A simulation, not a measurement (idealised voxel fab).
Process module, titled voxel self aligned contacts
We display cut, a cross-section 225 nm in width whose square cells are each 5 nm.
Cross-section layout: square cells on a grid; listed as bands, top to bottom; a band spans one or more cell rows.
For a band, the entry starts with two heights in nm, that of the top and then that of the bottom, and carries on with the band's materials in order from left to right, each alongside its width in nm; the word "all across" beside a single material means it fills the band edge to edge, and "air" means empty space.
For the purposes of this specification, 0 denotes the height below which the wafer in its as-received condition is composed wholly of one material, and the lowermost band, lacking a lower limit, extends downward without end, as expressed in "z 0 and below".
Width spec "30 to 40" -> top row of cells at first value, bottom row at second value, equal per-row change in between.
You'll sometimes find "remains unaltered" written for a step, and that's the way of saying that nowhere in the cross-section did a cell change during that step.
Any empty space of 8 cells or more lacking an open way to the top shows up in "Non-vented voids" as width x height at distance, distance from the left edge, in nm.
Past the settings on a step's line: simulator remark, on that step.
overlay nm: how far to the right of its planned place the mask lay on this masked step (negative: to the left).
Planned process steps:
step 1: op RECEIVE | material Si
step 2: op CONFORMAL_DEP | material SiO2 | thk nm 5
step 3: op DIRECTIONAL_DEP | material polySi | thk nm 30
step 4: op DIRECTIONAL_DEP | material SiN | thk nm 20
step 5: op PATTERN | tone cover | mask id GATE | material resist | width nm 25 | pitch nm 60 | thk nm 20 | overlay nm 0
step 6: op DIRECTIONAL_ETCH | etch materials SiN | depth nm 20
step 7: op DIRECTIONAL_ETCH | etch materials polySi | depth nm 30
step 8: op STRIP | etch materials resist
step 9: op CONFORMAL_DEP | material SiN | thk nm 5
step 10: op DIRECTIONAL_ETCH | etch materials SiN | depth nm 5
step 11: op FILL_DEP | material SiO2 | thk nm 15
step 12: op CMP | height nm 60
step 13: op MASKED_ETCH | tone open | mask id CONTACT | width nm 35 | etch materials SiO2 | depth nm 60 | overlay nm 0
step 14: op CONFORMAL_DEP | material TiN | thk nm 5
step 15: op FILL_DEP | material Ru | thk nm 10
step 16: op CMP | height nm 60
step 17: op CONFORMAL_DEP | material SiCN | thk nm 5
Among the wafers covered here, the point of difference is the width nm at step 13; their starting state is shared, and the plan presents the value of the first wafer.
Sectional view: first of several wafers, as received, after step 1:
  z 0 and below  Si all across
  Non-vented voids: none
The first of several wafers, seen in cross-section after the module's last step, step 17:
  z 65 to 60  SiCN all across
  z 60 to 55  SiO2 (95)  TiN (10)  Ru (15)  TiN (10)  SiO2 (95)
  z 55 to 35  SiO2 (65)  SiN (35)  TiN (5)  Ru (15)  TiN (5)  SiN (35)  SiO2 (65)
  z 35 to 5  SiO2 (65)  SiN (5)  polySi (25)  SiN (5)  TiN (5)  Ru (15)  TiN (5)  SiN (5)  polySi (25)  SiN (5)  SiO2 (65)
  z 5 to 0  SiO2 (100)  TiN (25)  SiO2 (100)
  z 0 and below  Si all across
  Non-vented voids: none
Cross-section at module completion, last wafer:
  z 65 to 60  SiCN all across
  z 60 to 55  SiO2 (85)  TiN (20)  Ru (15)  TiN (25)  SiO2 (80)
  z 55 to 35  SiO2 (65)  SiN (35)  TiN (5)  Ru (15)  TiN (5)  SiN (35)  SiO2 (65)
  z 35 to 5  SiO2 (65)  SiN (5)  polySi (25)  SiN (5)  TiN (5)  Ru (15)  TiN (5)  SiN (5)  polySi (25)  SiN (5)  SiO2 (65)
  z 5 to 0  SiO2 (100)  TiN (25)  SiO2 (100)
  z 0 and below  Si all across
  Non-vented voids: none
For your reference, the table is organized with a row per wafer; each row reflects the wafer at the end of the module, indicating for each material the cells gained (+) or lost (-) since receipt, and thereafter its closed voids:
width nm 35; +33 Ru; +45 SiCN; +80 SiN; +338 SiO2; +29 TiN; +60 polySi; Non-vented voids: none
width nm 40; +33 Ru; +45 SiCN; +80 SiN; +337 SiO2; +30 TiN; +60 polySi; Non-vented voids: none
width nm 45; +33 Ru; +45 SiCN; +80 SiN; +336 SiO2; +31 TiN; +60 polySi; Non-vented voids: none
width nm 50; +33 Ru; +45 SiCN; +80 SiN; +335 SiO2; +32 TiN; +60 polySi; Non-vented voids: none
width nm 55; +33 Ru; +45 SiCN; +80 SiN; +334 SiO2; +33 TiN; +60 polySi; Non-vented voids: none
width nm 60; +33 Ru; +45 SiCN; +80 SiN; +333 SiO2; +34 TiN; +60 polySi; Non-vented voids: none
